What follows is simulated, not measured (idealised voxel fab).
process module | voxel trench capacitor
FYI the section here is cut, 245 nm wide, cells are 5 nm squares.
Think of the cross-section as a grid of square cells. We describe it in bands, top to bottom, and each band covers one or more rows of those cells. Top, bottom (nm), then materials left to right with widths (nm); lone material tagged "throughout" fills the whole band edge to edge; "air" = empty space. The reference from which all heights are counted is 0, the level beneath which the as-received wafer is entirely one material; the lowest band, having no lower bound, proceeds downward and is written after the example "top 0, no bottom". The notation "30..40" denotes a width that varies across the rows of cells in the band, beginning at the first number in the top row, finishing at the second number in the bottom row, and changing by an identical amount from each row to the next. "stayed the same" -> step changed no cross-section cell. This entry, "Fully enclosed voids", enumerates those empty regions of no fewer than 8 cells that possess no open connection to the top. Each region is reported in the form width x height at distance, the distance being taken from the left edge, with all three quantities expressed in nm. What comes after the settings on a step's line is commentary from the simulator itself on that step. The line of a step may include "overlay nm". On a step with a mask, this value is how far to the right of its planned place the mask lay. A negative value means the mask lay to the left.

PLANNED STEP LIST FOR THE PROCESS
step 1: RECEIVE (material Si)
step 2: CONFORMAL_DEP (material SiN; thk nm 5)
step 3: PATTERN (tone open; mask id TRENCH; material resist; width nm 30; pitch nm 45; thk nm 15; overlay nm 0)
step 4: DIRECTIONAL_ETCH (etch materials SiN; depth nm 5)
step 5: DIRECTIONAL_ETCH (etch materials Si; depth nm 40)
step 6: STRIP (etch materials resist)
step 7: CONFORMAL_DEP (material HfO2; thk nm 5)
step 8: CONFORMAL_DEP (material TiN; thk nm 5)
step 9: FILL_DEP (material W; thk nm 5)
step 10: CMP (height nm 5)

FIRST WAFER OUT OF TWO, PROCESSED AS PLANNED

CROSS-SECTION OF THE WAFER AT RECEIPT, WHICH IS THE CONDITION AFTER STEP 1
	top 0, no bottom  Si throughout
	Fully enclosed voids: none

HOW THE WAFER STANDS IN SECTION AFTER STEP 2
	top 5, bottom 0  SiN throughout
	All layers under 0 are left as they were.

HOW THE WAFER STANDS IN SECTION AFTER STEP 3
	top 20, bottom 5  resist 40 nm; air 30 nm; resist 15 nm; air 30 nm; resist 15 nm; air 30 nm; resist 15 nm; air 30 nm; resist 40 nm
	All layers under 5 are left as they were.

HOW THE WAFER STANDS IN SECTION AFTER STEP 4
	top 20, bottom 5  resist 40 nm; air 30 nm; resist 15 nm; air 30 nm; resist 15 nm; air 30 nm; resist 15 nm; air 30 nm; resist 40 nm
	top 5, bottom 0  SiN 40 nm; air 30 nm; SiN 15 nm; air 30 nm; SiN 15 nm; air 30 nm; SiN 15 nm; air 30 nm; SiN 40 nm
	All layers under 0 are left as they were.

HOW THE WAFER STANDS IN SECTION AFTER STEP 5
	top 20, bottom 5  resist 40 nm; air 30 nm; resist 15 nm; air 30 nm; resist 15 nm; air 30 nm; resist 15 nm; air 30 nm; resist 40 nm
	top 5, bottom 0  SiN 40 nm; air 30 nm; SiN 15 nm; air 30 nm; SiN 15 nm; air 30 nm; SiN 15 nm; air 30 nm; SiN 40 nm
	top 0, bottom -40  Si 40 nm; air 30 nm; Si 15 nm; air 30 nm; Si 15 nm; air 30 nm; Si 15 nm; air 30 nm; Si 40 nm
	All layers under -40 are left as they were.

HOW THE WAFER STANDS IN SECTION AFTER STEP 6
	top 5, bottom 0  SiN 40 nm; air 30 nm; SiN 15 nm; air 30 nm; SiN 15 nm; air 30 nm; SiN 15 nm; air 30 nm; SiN 40 nm
	All layers under 0 are left as they were.

HOW THE WAFER STANDS IN SECTION AFTER STEP 7
	top 10, bottom 5  HfO2 45 nm; air 20 nm; HfO2 25 nm; air 20 nm; HfO2 25 nm; air 20 nm; HfO2 25 nm; air 20 nm; HfO2 45 nm
	top 5, bottom 0  SiN 40 nm; HfO2 5 nm; air 20 nm; HfO2 5 nm; SiN 15 nm; HfO2 5 nm; air 20 nm; HfO2 5 nm; SiN 15 nm; HfO2 5 nm; air 20 nm; HfO2 5 nm; SiN 15 nm; HfO2 5 nm; air 20 nm; HfO2 5 nm; SiN 40 nm
	top 0, bottom -35  Si 40 nm; HfO2 5 nm; air 20 nm; HfO2 5 nm; Si 15 nm; HfO2 5 nm; air 20 nm; HfO2 5 nm; Si 15 nm; HfO2 5 nm; air 20 nm; HfO2 5 nm; Si 15 nm; HfO2 5 nm; air 20 nm; HfO2 5 nm; Si 40 nm
	top -35, bottom -40  Si 40 nm; HfO2 30 nm; Si 15 nm; HfO2 30 nm; Si 15 nm; HfO2 30 nm; Si 15 nm; HfO2 30 nm; Si 40 nm
	All layers under -40 are left as they were.

HOW THE WAFER STANDS IN SECTION AFTER STEP 8
	top 15, bottom 10  TiN 50 nm; air 10 nm; TiN 35 nm; air 10 nm; TiN 35 nm; air 10 nm; TiN 35 nm; air 10 nm; TiN 50 nm
	top 10, bottom 5  HfO2 45 nm; TiN 5 nm; air 10 nm; TiN 5 nm; HfO2 25 nm; TiN 5 nm; air 10 nm; TiN 5 nm; HfO2 25 nm; TiN 5 nm; air 10 nm; TiN 5 nm; HfO2 25 nm; TiN 5 nm; air 10 nm; TiN 5 nm; HfO2 45 nm
	top 5, bottom 0  SiN 40 nm; HfO2 5 nm; TiN 5 nm; air 10 nm; TiN 5 nm; HfO2 5 nm; SiN 15 nm; HfO2 5 nm; TiN 5 nm; air 10 nm; TiN 5 nm; HfO2 5 nm; SiN 15 nm; HfO2 5 nm; TiN 5 nm; air 10 nm; TiN 5 nm; HfO2 5 nm; SiN 15 nm; HfO2 5 nm; TiN 5 nm; air 10 nm; TiN 5 nm; HfO2 5 nm; SiN 40 nm
	top 0, bottom -30  Si 40 nm; HfO2 5 nm; TiN 5 nm; air 10 nm; TiN 5 nm; HfO2 5 nm; Si 15 nm; HfO2 5 nm; TiN 5 nm; air 10 nm; TiN 5 nm; HfO2 5 nm; Si 15 nm; HfO2 5 nm; TiN 5 nm; air 10 nm; TiN 5 nm; HfO2 5 nm; Si 15 nm; HfO2 5 nm; TiN 5 nm; air 10 nm; TiN 5 nm; HfO2 5 nm; Si 40 nm
	top -30, bottom -35  Si 40 nm; HfO2 5 nm; TiN 20 nm; HfO2 5 nm; Si 15 nm; HfO2 5 nm; TiN 20 nm; HfO2 5 nm; Si 15 nm; HfO2 5 nm; TiN 20 nm; HfO2 5 nm; Si 15 nm; HfO2 5 nm; TiN 20 nm; HfO2 5 nm; Si 40 nm
	All layers under -35 are left as they were.

HOW THE WAFER STANDS IN SECTION AFTER STEP 9
	top 20, bottom 15  W throughout
	top 15, bottom 10  TiN 50 nm; W 10 nm; TiN 35 nm; W 10 nm; TiN 35 nm; W 10 nm; TiN 35 nm; W 10 nm; TiN 50 nm
	top 10, bottom 5  HfO2 45 nm; TiN 5 nm; W 10 nm; TiN 5 nm; HfO2 25 nm; TiN 5 nm; W 10 nm; TiN 5 nm; HfO2 25 nm; TiN 5 nm; W 10 nm; TiN 5 nm; HfO2 25 nm; TiN 5 nm; W 10 nm; TiN 5 nm; HfO2 45 nm
	top 5, bottom 0  SiN 40 nm; HfO2 5 nm; TiN 5 nm; W 10 nm; TiN 5 nm; HfO2 5 nm; SiN 15 nm; HfO2 5 nm; TiN 5 nm; W 10 nm; TiN 5 nm; HfO2 5 nm; SiN 15 nm; HfO2 5 nm; TiN 5 nm; W 10 nm; TiN 5 nm; HfO2 5 nm; SiN 15 nm; HfO2 5 nm; TiN 5 nm; W 10 nm; TiN 5 nm; HfO2 5 nm; SiN 40 nm
	top 0, bottom -30  Si 40 nm; HfO2 5 nm; TiN 5 nm; W 10 nm; TiN 5 nm; HfO2 5 nm; Si 15 nm; HfO2 5 nm; TiN 5 nm; W 10 nm; TiN 5 nm; HfO2 5 nm; Si 15 nm; HfO2 5 nm; TiN 5 nm; W 10 nm; TiN 5 nm; HfO2 5 nm; Si 15 nm; HfO2 5 nm; TiN 5 nm; W 10 nm; TiN 5 nm; HfO2 5 nm; Si 40 nm
	All layers under -30 are left as they were.

HOW THE WAFER STANDS IN SECTION AFTER STEP 10
	top 5, bottom 0  SiN 40 nm; HfO2 5 nm; TiN 5 nm; W 10 nm; TiN 5 nm; HfO2 5 nm; SiN 15 nm; HfO2 5 nm; TiN 5 nm; W 10 nm; TiN 5 nm; HfO2 5 nm; SiN 15 nm; HfO2 5 nm; TiN 5 nm; W 10 nm; TiN 5 nm; HfO2 5 nm; SiN 15 nm; HfO2 5 nm; TiN 5 nm; W 10 nm; TiN 5 nm; HfO2 5 nm; SiN 40 nm
	All layers under 0 are left as they were.

HERE THE SECOND WAFER IS DESCRIBED. ITS START AND ITS PLAN WERE THOSE OF THE FIRST WAFER. ITS RUN CONTAINED ONE MISTAKE. UP TO AND INCLUDING STEP 8, IT DID EXACTLY WHAT THE FIRST WAFER DID

LOOK AT THE SECOND WAFER IN CROSS-SECTION AT THE TIME STEP 9 OUGHT TO HAVE FINISHED
	top 20, bottom 15  SiN throughout
	top 15, bottom 10  TiN 50 nm; SiN 10 nm; TiN 35 nm; SiN 10 nm; TiN 35 nm; SiN 10 nm; TiN 35 nm; SiN 10 nm; TiN 50 nm
	top 10, bottom 5  HfO2 45 nm; TiN 5 nm; SiN 10 nm; TiN 5 nm; HfO2 25 nm; TiN 5 nm; SiN 10 nm; TiN 5 nm; HfO2 25 nm; TiN 5 nm; SiN 10 nm; TiN 5 nm; HfO2 25 nm; TiN 5 nm; SiN 10 nm; TiN 5 nm; HfO2 45 nm
	top 5, bottom 0  SiN 40 nm; HfO2 5 nm; TiN 5 nm; SiN 10 nm; TiN 5 nm; HfO2 5 nm; SiN 15 nm; HfO2 5 nm; TiN 5 nm; SiN 10 nm; TiN 5 nm; HfO2 5 nm; SiN 15 nm; HfO2 5 nm; TiN 5 nm; SiN 10 nm; TiN 5 nm; HfO2 5 nm; SiN 15 nm; HfO2 5 nm; TiN 5 nm; SiN 10 nm; TiN 5 nm; HfO2 5 nm; SiN 40 nm
	top 0, bottom -30  Si 40 nm; HfO2 5 nm; TiN 5 nm; SiN 10 nm; TiN 5 nm; HfO2 5 nm; Si 15 nm; HfO2 5 nm; TiN 5 nm; SiN 10 nm; TiN 5 nm; HfO2 5 nm; Si 15 nm; HfO2 5 nm; TiN 5 nm; SiN 10 nm; TiN 5 nm; HfO2 5 nm; Si 15 nm; HfO2 5 nm; TiN 5 nm; SiN 10 nm; TiN 5 nm; HfO2 5 nm; Si 40 nm
	All layers under -30 are left as they were.

LOOK AT THE SECOND WAFER IN CROSS-SECTION AT THE TIME STEP 10 OUGHT TO HAVE FINISHED
	top 5, bottom 0  SiN 40 nm; HfO2 5 nm; TiN 5 nm; SiN 10 nm; TiN 5 nm; HfO2 5 nm; SiN 15 nm; HfO2 5 nm; TiN 5 nm; SiN 10 nm; TiN 5 nm; HfO2 5 nm; SiN 15 nm; HfO2 5 nm; TiN 5 nm; SiN 10 nm; TiN 5 nm; HfO2 5 nm; SiN 15 nm; HfO2 5 nm; TiN 5 nm; SiN 10 nm; TiN 5 nm; HfO2 5 nm; SiN 40 nm
	All layers under 0 are left as they were.
Run error: it should be noted that step 9 was executed with settings other than those planned, the operation and settings actually applied being FILL_DEP (material SiN; thk nm 5)
Final difference in cells, second wafer against first, listed per material as more or fewer: +56 SiN, -56 W
